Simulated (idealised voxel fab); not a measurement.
process module | voxel ribs on slabs
cross-section cut | 300 nm wide | cells 5 nm
A cross-section is a grid of square cells, given in bands from the top down. A band is one or more rows of cells.
Each band's line starts with the height of the band's top and of its bottom, in nm. Then come its materials from left to right, each with its width in nm. One material with "throughout" fills the band from edge to edge. "air" is empty space.
Height 0 is the level under which the wafer as received is all one material. The lowest band goes on downwards, as in "0 down".
A width such as "30 to 40" changes by the same amount from each row of cells to the next, from the band's top row to its bottom row.
"no change" after a step means that no cell of the cross-section changed.
closed voids: empty space of 8 cells or more with no open way to the top, each as width x height at its distance from the left edge, in nm
after a step's settings: what the simulator itself notes on the step
overlay nm, on a step with a mask: how far to the right of its planned place the mask lay; to the left if negative
plan
1 op RECEIVE | material Si
2 op DIRECTIONAL_DEP | material SiO2 | thk nm 25
3 op DIRECTIONAL_DEP | material polySi | thk nm 20
4 op PATTERN | tone cover | mask id RIB | material resist | width nm 30 | thk nm 15 | overlay nm 0
5 op DIRECTIONAL_ETCH | etch materials polySi | depth nm 15
6 op STRIP | etch materials resist
7 op PATTERN | tone cover | mask id SLAB | material resist | width nm 90 | thk nm 20 | overlay nm 0
8 op DIRECTIONAL_ETCH | etch materials polySi | depth nm 5
9 op STRIP | etch materials resist
10 op FILL_DEP | material SiO2 | thk nm 20
11 op CMP | height nm 60
12 op DIRECTIONAL_DEP | material W | thk nm 5
13 op PATTERN | tone cover | mask id HEATER | material resist | width nm 40 | thk nm 20 | overlay nm 0
14 op DIRECTIONAL_ETCH | etch materials W | depth nm 5
15 op STRIP | etch materials resist
16 op CONFORMAL_DEP | material SiN | thk nm 5
first wafer, as planned
as received, after step 1
  0 down: Si throughout
  closed voids: none
after step 2
  25 to 0: SiO2 throughout
  below 0: unchanged
after step 3
  45 to 25: polySi throughout
  below 25: unchanged
after step 4
  60 to 45: air 135 | resist 30 | air 135
  below 45: unchanged
after step 5
  60 to 45: air 135 | resist 30 | air 135
  45 to 30: air 135 | polySi 30 | air 135
  below 30: unchanged
after step 6
  45 to 30: air 135 | polySi 30 | air 135
  below 30: unchanged
after step 7
  65 to 45: air 105 | resist 90 | air 105
  45 to 30: air 105 | resist 30 | polySi 30 | resist 30 | air 105
  below 30: unchanged
after step 8
  65 to 45: air 105 | resist 90 | air 105
  45 to 30: air 105 | resist 30 | polySi 30 | resist 30 | air 105
  30 to 25: air 105 | polySi 90 | air 105
  below 25: unchanged
after step 9
  45 to 30: air 135 | polySi 30 | air 135
  below 30: unchanged
after step 10
  65 to 45: SiO2 throughout
  45 to 30: SiO2 135 | polySi 30 | SiO2 135
  30 to 25: SiO2 105 | polySi 90 | SiO2 105
  below 25: unchanged
after step 11
  60 to 45: SiO2 throughout
  below 45: unchanged
after step 12
  65 to 60: W throughout
  below 60: unchanged
after step 13
  85 to 65: air 130 | resist 40 | air 130
  below 65: unchanged
after step 14
  85 to 65: air 130 | resist 40 | air 130
  65 to 60: air 130 | W 40 | air 130
  below 60: unchanged
after step 15
  65 to 60: air 130 | W 40 | air 130
  below 60: unchanged
after step 16
  70 to 65: air 125 | SiN 50 | air 125
  65 to 60: SiN 130 | W 40 | SiN 130
  below 60: unchanged
second wafer: like start, like plan, one mistake. Through step 3 it matches the first wafer
when step 4 should have ended
  60 to 45: air 140 | resist 25 | air 135
  below 45: unchanged
when step 5 should have ended
  60 to 45: air 140 | resist 25 | air 135
  45 to 30: air 140 | polySi 25 | air 135
  below 30: unchanged
when step 6 should have ended
  45 to 30: air 140 | polySi 25 | air 135
  below 30: unchanged
when step 7 should have ended
  65 to 45: air 105 | resist 90 | air 105
  45 to 30: air 105 | resist 35 | polySi 25 | resist 30 | air 105
  below 30: unchanged
when step 8 should have ended
  65 to 45: air 105 | resist 90 | air 105
  45 to 30: air 105 | resist 35 | polySi 25 | resist 30 | air 105
  30 to 25: air 105 | polySi 90 | air 105
  below 25: unchanged
when step 9 should have ended
  45 to 30: air 140 | polySi 25 | air 135
  below 30: unchanged
when step 10 should have ended
  65 to 45: SiO2 throughout
  45 to 30: SiO2 140 | polySi 25 | SiO2 135
  30 to 25: SiO2 105 | polySi 90 | SiO2 105
  below 25: unchanged
when step 11 should have ended
  60 to 45: SiO2 throughout
  below 45: unchanged
when step 12 should have ended
  65 to 60: W throughout
  below 60: unchanged
when step 13 should have ended
  85 to 65: air 130 | resist 40 | air 130
  below 65: unchanged
when step 14 should have ended
  85 to 65: air 130 | resist 40 | air 130
  65 to 60: air 130 | W 40 | air 130
  below 60: unchanged
when step 15 should have ended
  65 to 60: air 130 | W 40 | air 130
  below 60: unchanged
when step 16 should have ended
  70 to 65: air 125 | SiN 50 | air 125
  65 to 60: SiN 130 | W 40 | SiN 130
  below 60: unchanged
what went wrong: step 4 ran as: op PATTERN | tone cover | mask id RIB | material resist | width nm 25 | thk nm 15 | overlay nm 0
at the end the second wafer has, in cells: 3 more of SiO2 | 3 fewer of polySi
